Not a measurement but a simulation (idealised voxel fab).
process module | voxel wiring stack
cross-section cut | 200 nm wide | cells 5 nm
A cross-section is a grid of square cells, given in bands from the top down. A band is one or more rows of cells.
Each band's line starts with the height of the band's top and of its bottom, in nm. Then come its materials from left to right, each with its width in nm. One material with "throughout" fills the band from edge to edge. "air" is empty space.
Height 0 is the level under which the wafer as received is all one material. The lowest band goes on downwards, as in "0 down".
A width such as "30 to 40" changes by the same amount from each row of cells to the next, from the band's top row to its bottom row.
"no change" after a step means that no cell of the cross-section changed.
closed voids: empty space of 8 cells or more with no open way to the top, each as width x height at its distance from the left edge, in nm
after a step's settings: what the simulator itself notes on the step
overlay nm, on a step with a mask: how far to the right of its planned place the mask lay; to the left if negative
plan
1 op RECEIVE | material Si
2 op CONFORMAL_DEP | material SiO2 | thk nm 15
3 op CONFORMAL_DEP | material SiN | thk nm 5
4 op DIRECTIONAL_DEP | material SiO2 | thk nm 15
5 op DIRECTIONAL_DEP | material aC | thk nm 15
6 op PATTERN | tone open | mask id METAL_1 | material resist | width nm 25 | pitch nm 55 | thk nm 30 | overlay nm 0
7 op DIRECTIONAL_ETCH | etch materials aC | depth nm 15
8 op STRIP | etch materials resist
9 op DIRECTIONAL_ETCH | etch materials SiO2 | depth nm 15
10 op DIRECTIONAL_ETCH | etch materials SiN | depth nm 5
11 op STRIP | etch materials aC
12 op CONFORMAL_DEP | material TiN | thk nm 5
13 op FILL_DEP | material Cu | thk nm 5
14 op CMP | height nm 35
15 op EPI | material Ru | thk nm 5
16 op FILL_DEP | material SiCN | thk nm 5
17 op DIRECTIONAL_DEP | material lowk | thk nm 20
18 op DIRECTIONAL_DEP | material aC | thk nm 15
19 op PATTERN | tone open | mask id PLUG_1 | material resist | width nm 15 | pitch nm 110 | thk nm 30 | overlay nm 0
20 op DIRECTIONAL_ETCH | etch materials aC | depth nm 15
21 op STRIP | etch materials resist
22 op DIRECTIONAL_ETCH | etch materials lowk | depth nm 20
23 op DIRECTIONAL_ETCH | etch materials SiCN | depth nm 5
24 op STRIP | etch materials aC
25 op EPI | material Ru | thk nm 10
26 op EPI | material Ru | thk nm 10
27 op EPI | material Ru | thk nm 5
28 op CONFORMAL_DEP | material SiN | thk nm 5
29 op DIRECTIONAL_DEP | material lowk | thk nm 20
30 op MASKED_ETCH | tone open | mask id METAL_2 | width nm 25 | pitch nm 55 | etch materials lowk | depth nm 20 | overlay nm 0
31 op MASKED_ETCH | tone open | mask id METAL_2 | width nm 25 | pitch nm 55 | etch materials SiN | depth nm 5 | overlay nm 0
32 op CONFORMAL_DEP | material TiN | thk nm 5
33 op FILL_DEP | material Ru | thk nm 5
34 op CMP | height nm 90
35 op EPI | material Ru | thk nm 5
36 op FILL_DEP | material SiCN | thk nm 5
37 op DIRECTIONAL_DEP | material lowk | thk nm 30
38 op PATTERN | tone open | mask id METAL_3_HOLES | material resist | width nm 15 | pitch nm 110 | thk nm 15 | overlay nm 0
39 op DIRECTIONAL_ETCH | etch materials lowk | depth nm 30
40 op STRIP | etch materials resist
41 op MASKED_ETCH | tone open | mask id METAL_3 | width nm 25 | pitch nm 55 | etch materials lowk | depth nm 15 | overlay nm 0
42 op MASKED_ETCH | tone open | mask id METAL_3 | width nm 25 | pitch nm 55 | etch materials SiCN | depth nm 5 | overlay nm 0
43 op CONFORMAL_DEP | material TiN | thk nm 5
44 op FILL_DEP | material Cu | thk nm 10
45 op CMP | height nm 130
46 op CONFORMAL_DEP | material SiCN | thk nm 5
47 op DIRECTIONAL_DEP | material SiO2 | thk nm 20
48 op MASKED_ETCH | tone open | mask id PLUG_3 | width nm 15 | pitch nm 110 | etch materials SiO2 | depth nm 20 | overlay nm 0
49 op MASKED_ETCH | tone open | mask id PLUG_3 | width nm 15 | pitch nm 110 | etch materials SiCN | depth nm 5 | overlay nm 0
50 op EPI | material Ru | thk nm 10
51 op EPI | material Ru | thk nm 10
52 op EPI | material Ru | thk nm 5
53 op CONFORMAL_DEP | material SiN | thk nm 5
54 op DIRECTIONAL_DEP | material SiO2 | thk nm 25
55 op PATTERN | tone open | mask id METAL_4 | material resist | width nm 25 | pitch nm 55 | thk nm 20 | overlay nm 0
56 op DIRECTIONAL_ETCH | etch materials SiO2 | depth nm 25
57 op DIRECTIONAL_ETCH | etch materials SiN | depth nm 5
58 op STRIP | etch materials resist
59 op CONFORMAL_DEP | material TiN | thk nm 5
60 op FILL_DEP | material Cu | thk nm 5
61 op CMP | height nm 185
62 op CONFORMAL_DEP | material SiN | thk nm 5
as received, after step 1
  0 down: Si throughout
  closed voids: none
a wafer at the end: this start, this plan, one mistake
  190 to 185: SiN throughout
  185 to 160: SiO2 30 | TiN 5 | Cu 15 | TiN 5 | SiO2 30 | TiN 5 | Cu 15 | TiN 5 | SiO2 30 | TiN 5 | Cu 15 | TiN 5 | SiO2 35
  160 to 155: SiN 30 | TiN 25 | SiN 30 | TiN 25 | SiN 30 | TiN 25 | SiN 35
  155 to 135: SiO2 30 | Ru 15 | SiO2 95 | Ru 15 | SiO2 45
  135 to 130: SiCN 30 | Ru 15 | SiCN 95 | Ru 15 | SiCN 45
  130 to 120: Cu 40 | TiN 5 | lowk 10 | TiN 5 | Cu 20 | TiN 5 | lowk 25 | TiN 5 | Cu 35 | TiN 5 | lowk 10 | TiN 5 | Cu 30
  120 to 115: TiN 35 | Cu 5 | TiN 5 | lowk 10 | TiN 30 | lowk 25 | TiN 35 | Cu 5 | TiN 5 | lowk 10 | TiN 35
  115 to 100: lowk 30 | TiN 5 | Cu 5 | TiN 5 | lowk 95 | TiN 5 | Cu 5 | TiN 5 | lowk 45
  100 to 95: SiCN 30 | TiN 15 | SiCN 95 | TiN 15 | SiCN 45
  95 to 90: SiCN 25 | Ru 35 | SiCN 20 | Ru 35 | SiCN 20 | Ru 35 | SiCN 30
  90 to 70: lowk 30 | TiN 5 | Ru 15 | TiN 5 | lowk 30 | TiN 5 | Ru 15 | TiN 5 | lowk 30 | TiN 5 | Ru 15 | TiN 5 | lowk 35
  70 to 65: SiN 30 | TiN 25 | SiN 30 | TiN 25 | SiN 30 | TiN 25 | SiN 35
  65 to 45: lowk 30 | Ru 15 | lowk 95 | Ru 15 | lowk 45
  45 to 40: SiCN 30 | Ru 15 | SiCN 95 | Ru 15 | SiCN 45
  40 to 35: SiCN 25 | Ru 35 | SiCN 20 | Ru 35 | SiCN 20 | Ru 35 | SiCN 30
  35 to 20: SiO2 30 | TiN 5 | Cu 15 | TiN 5 | SiO2 30 | TiN 5 | Cu 15 | TiN 5 | SiO2 30 | TiN 5 | Cu 15 | TiN 5 | SiO2 35
  20 to 15: SiN 30 | TiN 25 | SiN 30 | TiN 25 | SiN 30 | TiN 25 | SiN 35
  15 to 0: SiO2 throughout
  0 down: Si throughout
  closed voids: none
what went wrong: step 41 ran as: op MASKED_ETCH | tone cover | mask id METAL_3 | width nm 25 | pitch nm 55 | etch materials lowk | depth nm 15 | overlay nm 0
